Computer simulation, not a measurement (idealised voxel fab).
process module | voxel ribs on slabs
Cross-section cut spans 285 nm and uses square cells 5 nm in size.
Cross-sections here: square-cell grids, written as top-down lists of bands, a band being one or more rows of cells. What a band's entry tells you: where the top is and where the bottom is, as heights in nm, and after that what lies inside, material by material from left to right, each with its width in nm. Empty space is written as the word "blank", and a single material marked with the word "everywhere" occupies the band from edge to edge. For the purposes of this specification, 0 denotes the height below which the wafer in its as-received condition is composed wholly of one material, and the lowermost band, lacking a lower limit, extends downward without end, as expressed in "0..down". When a width is written as two numbers, as in "30 to 40", the first number is the width in the top row of cells of the band and the second is the width in its bottom row, and the width changes by the same amount from each row to the next. For the purposes of this document, the phrase "nothing got changed" attached to a step denotes that no cell within the cross-section was modified by that step. The list in "Closed void roster" covers empty spaces of 8 cells or more that cannot reach the top through any open way, and it gives each as width x height at distance; the distance is from the left edge, and width, height and distance are in nm. Note: text after step settings on the step line = simulator remark on that step. overlay nm, on a step with a mask: how far to the right of its planned place the mask lay; to the left if negative.
## Here's what the planned process steps look like
| 1 | RECEIVE (material Si) |
| 2 | DIRECTIONAL_DEP (material SiO2; thk nm 20) |
| 3 | DIRECTIONAL_DEP (material polySi; thk nm 25) |
| 4 | PATTERN (tone cover; mask id RIB; material resist; width nm 30; thk nm 20; overlay nm 0) |
| 5 | DIRECTIONAL_ETCH (etch materials polySi; depth nm 5) |
| 6 | STRIP (etch materials resist) |
| 7 | PATTERN (tone cover; mask id SLAB; material resist; width nm 60; thk nm 15; overlay nm 0) |
| 8 | DIRECTIONAL_ETCH (etch materials polySi; depth nm 20) |
| 9 | STRIP (etch materials resist) |
| 10 | FILL_DEP (material SiO2; thk nm 30) |
| 11 | CMP (height nm 65) |
| 12 | DIRECTIONAL_DEP (material W; thk nm 10) |
| 13 | PATTERN (tone cover; mask id HEATER; material resist; width nm 40; thk nm 15; overlay nm 0) |
| 14 | DIRECTIONAL_ETCH (etch materials W; depth nm 10) |
| 15 | STRIP (etch materials resist) |
| 16 | CONFORMAL_DEP (material SiN; thk nm 5) |
## Shown in cross-section is the wafer as received, that is, as it stands after step 1
* 0..down = Si everywhere
* Closed void roster: none
## Figure: cross-sectional view of the wafer upon completion of the module, processed from the initial state and according to the plan depicted above, with one error introduced during execution
* 80..75 = blank 115 nm, SiN 50 nm, blank 120 nm
* 75..70 = blank 115 nm, SiN 5 nm, W 40 nm, SiN 5 nm, blank 120 nm
* 70..65 = SiN 120 nm, W 40 nm, SiN 125 nm
* 65..45 = W everywhere
* 45..40 = W 125 nm, polySi 30 nm, W 130 nm
* 40..20 = W 110 nm, polySi 60 nm, W 115 nm
* 20..0 = SiO2 everywhere
* 0..down = Si everywhere
* Closed void roster: none
The plan and the run diverged here: not per plan at step 10, really ran FILL_DEP (material W; thk nm 30)
